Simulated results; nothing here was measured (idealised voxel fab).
You're looking at the process module voxel ribs on slabs.
The figure presents cross-section cut, which has a width of 160 nm and is divided into square cells with an edge length of 5 nm.
Notation: cross-section as square-cell grid; stated in bands, top first, going down; one or more cell rows per band.
In this notation a band is specified by the heights of its top and bottom, in that order and in nm, after which its materials appear from left to right, each paired with its width in nm. The word "everywhere" attached to a single material means that material fills the band from edge to edge; the word "air" stands for empty space.
Height reference: 0 = level under which incoming wafer is all one material. Lowest band: no bottom, runs on downward, e.g. "0 down".
With a width like "30..40", each row of cells in the band differs from the next by the same amount, the top row carrying the first number and the bottom row the second.
It should be understood that the words "changes: none", when stated for a given step, signify that the cross-section underwent no change in any of its cells during that step.
"Cavities, sealed" means: voids of 8 cells or more that are shut off from the top with no open way through. Written width x height at distance, distance from the left edge, in nm.
Post-settings text on a step line: simulator's own remark regarding the step.
For masked steps, "overlay nm" on the step line gives how far right of plan the mask actually lay; a minus sign means it lay to the left.
### The steps planned for the process are as follows
1 RECEIVE (material Si)
2 DIRECTIONAL_DEP (material SiO2; thk nm 25)
3 DIRECTIONAL_DEP (material SiN; thk nm 20)
4 DIRECTIONAL_DEP (material aC; thk nm 10)
5 PATTERN (tone cover; mask id RIB; material resist; width nm 30; thk nm 30; overlay nm 0)
6 DIRECTIONAL_ETCH (etch materials aC; depth nm 10)
7 STRIP (etch materials resist)
8 DIRECTIONAL_ETCH (etch materials SiN; depth nm 10)
9 STRIP (etch materials aC)
10 DIRECTIONAL_DEP (material aC; thk nm 15)
11 PATTERN (tone cover; mask id SLAB; material resist; width nm 90; thk nm 30; overlay nm 0)
12 DIRECTIONAL_ETCH (etch materials aC; depth nm 15)
13 STRIP (etch materials resist)
14 DIRECTIONAL_ETCH (etch materials SiN; depth nm 10)
15 STRIP (etch materials aC)
16 FILL_DEP (material SiO2; thk nm 25)
17 CMP (height nm 65)
18 DIRECTIONAL_DEP (material TiN; thk nm 5)
19 DIRECTIONAL_DEP (material aC; thk nm 15)
20 PATTERN (tone cover; mask id HEATER; material resist; width nm 40; thk nm 30; overlay nm 0)
21 DIRECTIONAL_ETCH (etch materials aC; depth nm 15)
22 STRIP (etch materials resist)
23 DIRECTIONAL_ETCH (etch materials TiN; depth nm 5)
24 STRIP (etch materials aC)
25 CONFORMAL_DEP (material SiN; thk nm 5)
### as received, after step 1
  0 down  Si everywhere
  Cavities, sealed: none
### Here's the cross-section of the first of our two wafers at the end of the module - it ran as planned
  75 to 70  air: 55  SiN: 50  air: 55
  70 to 65  SiN: 60  TiN: 40  SiN: 60
  65 to 45  SiO2 everywhere
  45 to 35  SiO2: 65  SiN: 30  SiO2: 65
  35 to 25  SiO2: 35  SiN: 90  SiO2: 35
  25 to 0  SiO2 everywhere
  0 down  Si everywhere
  Cavities, sealed: none
### Here is the second of the two wafers cut open at the end of the module - same start, same plan as the first one, but we made one mistake running it
  75 to 70  air: 55  SiN: 50  air: 55
  70 to 65  SiN: 60  TiN: 40  SiN: 60
  65 to 45  SiO2 everywhere
  45 to 35  SiO2: 65  SiN: 30  SiO2: 65
  35 to 25  SiO2: 40  SiN: 80  SiO2: 40
  25 to 0  SiO2 everywhere
  0 down  Si everywhere
  Cavities, sealed: none
Processing error: step 11 was run on a setting that differed from the plan, and what really ran there is PATTERN (tone cover; mask id SLAB; material resist; width nm 80; thk nm 30; overlay nm 0)
FYI, end of process, the second wafer has more or fewer cells of some materials than the first: -4 SiN, +4 SiO2
